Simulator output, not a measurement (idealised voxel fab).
Name of the process module below: voxel trench capacitor
Displayed cross-section: cut, width of 295 nm, square cells sized 5 nm.
Throughout this document, each cross-section is represented as a grid of square cells and is presented as a sequence of bands enumerated from the top downward, where a band comprises one or more rows of cells. Band: top and bottom heights (nm) first, top before bottom; then materials from left to right, widths in nm. "throughout" marks a sole material filling the band edge to edge. "blank" denotes empty space. It should be noted that heights are counted from 0, beneath which the wafer as supplied is of one material throughout, and that the lowest band possesses no lower boundary but continues downward, as written in "z 0 and below". Per-row width for "30->40": begins at first number (top row of band), ends at second number (bottom row), increment between rows held constant. Step marked "nothing changed"? Then no cell in the cross-section changed in it. Voids not open to the top, 8 cells minimum: see "closed voids". Written width x height at distance; distance is from the left edge; nm. What comes after the settings on a step's line is commentary from the simulator itself on that step. The optional step-line setting "overlay nm" applies to steps with a mask and quantifies how far to the right of its planned location the mask lay, a negative value indicating leftward placement.

## List of planned process steps
1. RECEIVE, material Si
2. CONFORMAL_DEP, material SiN, thk nm 10
3. DIRECTIONAL_DEP, material aC, thk nm 5
4. PATTERN, tone open, mask id TRENCH, material resist, width nm 25, pitch nm 45, thk nm 30, overlay nm 0
5. DIRECTIONAL_ETCH, etch materials aC, depth nm 10
6. STRIP, etch materials resist
7. DIRECTIONAL_ETCH, etch materials SiN, depth nm 10
8. DIRECTIONAL_ETCH, etch materials Si, depth nm 30
9. STRIP, etch materials aC
10. CONFORMAL_DEP, material Al2O3, thk nm 5
11. FILL_DEP, material polySi, thk nm 5
12. CMP, height nm 10
Where the wafers of this document differ is in the thk nm of step 3; they start out the same, and the plan states the value that applied to the first wafer.

## First wafer of several, as received: cross-section after step 1
z 0 and below = Si throughout
closed voids: none

## Cross-section after step 12, the final step of the module, for the first of several wafers
z 10 to 0 = 65 of SiN  5 of Al2O3  15 of polySi  5 of Al2O3  20 of SiN  5 of Al2O3  15 of polySi  5 of Al2O3  20 of SiN  5 of Al2O3  15 of polySi  5 of Al2O3  20 of SiN  5 of Al2O3  15 of polySi  5 of Al2O3  70 of SiN
z 0 to -25 = 65 of Si  5 of Al2O3  15 of polySi  5 of Al2O3  20 of Si  5 of Al2O3  15 of polySi  5 of Al2O3  20 of Si  5 of Al2O3  15 of polySi  5 of Al2O3  20 of Si  5 of Al2O3  15 of polySi  5 of Al2O3  70 of Si
z -25 to -30 = 65 of Si  25 of Al2O3  20 of Si  25 of Al2O3  20 of Si  25 of Al2O3  20 of Si  25 of Al2O3  70 of Si
z -30 and below = Si throughout
closed voids: none

## Cross-section, last wafer, module completion
z 10 to 0 = SiN throughout
z 0 and below = Si throughout
closed voids: none

## Below is a per-wafer table. In it, each row describes the wafer at the end of the module by giving, for each material, the number of cells gained (+) or lost (-) since the wafer was received, and after that the closed voids of the wafer
thk nm 5, +76 Al2O3, -120 Si, +78 SiN, +84 polySi, closed voids: none
thk nm 10, +76 Al2O3, -120 Si, +78 SiN, +84 polySi, closed voids: none
thk nm 15, +118 SiN, closed voids: none
thk nm 20, +118 SiN, closed voids: none
thk nm 25, +118 SiN, closed voids: none
